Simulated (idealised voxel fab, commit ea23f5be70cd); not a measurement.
This is a process module. Its name is voxel self aligned contacts.
Cross-section cut spans 220 nm and uses square cells 5 nm in size.
Cross-section = grid of square cells, listed top down in bands; band = one or more rows. Each band's line starts with the height of the band's top and of its bottom, in nm. Then come its materials from left to right, each with its width in nm. One material with "edge to edge" fills the band from edge to edge. "blank" is empty space. Height datum 0, below which the as-received substrate wafer is one material. Lowest band open at the bottom, running downward: "0..down". Per-row width for "30->40": begins at first number (top row of band), ends at second number (bottom row), increment between rows held constant. "no change occurred", as given for a step, is the statement that not any cell of the cross-section underwent a change during that step. "Internal closed voids" means: voids of 8 cells or more that are shut off from the top with no open way through. Written width x height at distance, distance from the left edge, in nm. Heads up: the bit after the settings on a step's line is the simulator's remark on that step. If you see "overlay nm" on a step's line and that step has a mask, it's telling you how far right of where it was planned the mask ended up; a negative number means it went left instead.
This section lists the process steps that were planned
- 1: RECEIVE (material Si)
- 2: CONFORMAL_DEP (material SiO2; thk nm 5)
- 3: DIRECTIONAL_DEP (material polySi; thk nm 25)
- 4: DIRECTIONAL_DEP (material SiN; thk nm 15)
- 5: PATTERN (tone cover; mask id GATE; material resist; width nm 35; pitch nm 70; thk nm 20; overlay nm 0)
- 6: DIRECTIONAL_ETCH (etch materials SiN; depth nm 15)
- 7: DIRECTIONAL_ETCH (etch materials polySi; depth nm 25)
- 8: STRIP (etch materials resist)
- 9: CONFORMAL_DEP (material SiN; thk nm 5)
- 10: DIRECTIONAL_ETCH (etch materials SiN; depth nm 5)
- 11: FILL_DEP (material SiO2; thk nm 10)
- 12: CMP (height nm 50)
- 13: DIRECTIONAL_DEP (material aC; thk nm 10)
- 14: PATTERN (tone open; mask id CONTACT; material resist; width nm 55; pitch nm 70; thk nm 30; overlay nm 0)
- 15: DIRECTIONAL_ETCH (etch materials aC; depth nm 10)
- 16: STRIP (etch materials resist)
- 17: DIRECTIONAL_ETCH (etch materials SiO2; depth nm 50)
- 18: STRIP (etch materials aC)
- 19: CONFORMAL_DEP (material TiN; thk nm 5)
- 20: FILL_DEP (material Ru; thk nm 10)
- 21: CMP (height nm 50)
- 22: CONFORMAL_DEP (material SiCN; thk nm 5)
Shown in cross-section is the wafer as received, that is, as it stands after step 1
	0..down = Si edge to edge
	Internal closed voids: none
End-of-module cross-section. Starting structure and process plan as above; one mistake made in running it
	55..50 = SiCN edge to edge
	50..45 = 45 nm SiO2 | 15 nm TiN | 25 nm Ru | 15 nm TiN | 15 nm SiO2 | 15 nm TiN | 25 nm Ru | 15 nm TiN | 50 nm SiO2
	45..30 = 20 nm SiO2 | 35 nm SiN | 5 nm TiN | 25 nm Ru | 5 nm TiN | 35 nm SiN | 5 nm TiN | 25 nm Ru | 5 nm TiN | 35 nm SiN | 25 nm SiO2
	30..5 = 20 nm SiO2 | 5 nm SiN | 25 nm polySi | 5 nm SiN | 5 nm TiN | 25 nm Ru | 5 nm TiN | 5 nm SiN | 25 nm polySi | 5 nm SiN | 5 nm TiN | 25 nm Ru | 5 nm TiN | 5 nm SiN | 25 nm polySi | 5 nm SiN | 25 nm SiO2
	5..0 = 55 nm SiO2 | 35 nm TiN | 35 nm SiO2 | 35 nm TiN | 60 nm SiO2
	0..down = Si edge to edge
	Internal closed voids: none
Against the plan, the run slipped here: step 5 was processed under conditions differing from the plan, specifically as PATTERN (tone cover; mask id GATE; material resist; width nm 25; pitch nm 70; thk nm 20; overlay nm 0)
